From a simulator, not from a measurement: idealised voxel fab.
Presented below is a process module, voxel released beams.
Each square cell in cross-section cut measures 5 nm, and the section as a whole is 295 nm wide.
Bands, listed from the top down, are how a cross-section gets written in this document; the cross-section itself is a grid of square cells, and a band is one or more rows of them.
Band: top height; bottom height; in nm. Then, left to right: material with width in nm, for each material. "throughout": a single material spanning edge to edge. "air": empty space.
Height datum 0, below which the as-received substrate wafer is one material. Lowest band open at the bottom, running downward: "0 nm and below".
When a width is written as two numbers, as in "30->40", the first number is the width in the top row of cells of the band and the second is the width in its bottom row, and the width changes by the same amount from each row to the next.
Any step labelled "left unchanged" changed none of the cells in the cross-section.
For the entry "Enclosed voids", the listed items are empty spaces with no open way to the top whose size is 8 cells or more; each item follows the pattern width x height at distance, where distance is from the left edge and all three are in nm.
Where a step's line continues beyond its settings, the continuation is a remark by the simulator itself on that step.
You can add "overlay nm" to a step's line. For a step with a mask, it describes how far the mask lay to the right of its planned position, and a negative number describes a lay to the left.
[The planned process steps are enumerated hereunder]
- 1: RECEIVE: material Si
- 2: CONFORMAL_DEP: material Al2O3, thk nm 10
- 3: DIRECTIONAL_DEP: material SiO2, thk nm 15
- 4: PATTERN: tone open, mask id ANCHOR, material resist, width nm 35, thk nm 20, overlay nm 0
- 5: DIRECTIONAL_ETCH: etch materials SiO2, depth nm 15
- 6: STRIP: etch materials resist
- 7: CONFORMAL_DEP: material SiN, thk nm 15
- 8: DIRECTIONAL_DEP: material aC, thk nm 5
- 9: PATTERN: tone cover, mask id BEAM, material resist, width nm 115, thk nm 30, overlay nm 0
- 10: DIRECTIONAL_ETCH: etch materials aC, depth nm 15
- 11: STRIP: etch materials resist
- 12: DIRECTIONAL_ETCH: etch materials SiN, depth nm 15
- 13: STRIP: etch materials aC
- 14: STRIP: etch materials SiO2
It is noted that the wafers described herein are identical at the outset and are distinguished by the thk nm of step 8; the value stated in the plan corresponds to the first wafer.
[Cross-section of the first of several wafers as received (after step 1)]
	0 nm and below: Si throughout
	Enclosed voids: none
[each wafer at the end: cells of each material gained (+) or lost (-) since it was received, then its closed voids]
thk nm 5, +118 Al2O3, +87 SiN, Enclosed voids: none
thk nm 10, +118 Al2O3, +87 SiN, Enclosed voids: none
thk nm 15, +118 Al2O3, +87 SiN, Enclosed voids: none
thk nm 20, +118 Al2O3, +195 SiN, +156 SiO2, Enclosed voids: none
thk nm 25, +118 Al2O3, +195 SiN, +156 SiO2, Enclosed voids: none
thk nm 30, +118 Al2O3, +195 SiN, +156 SiO2, Enclosed voids: none
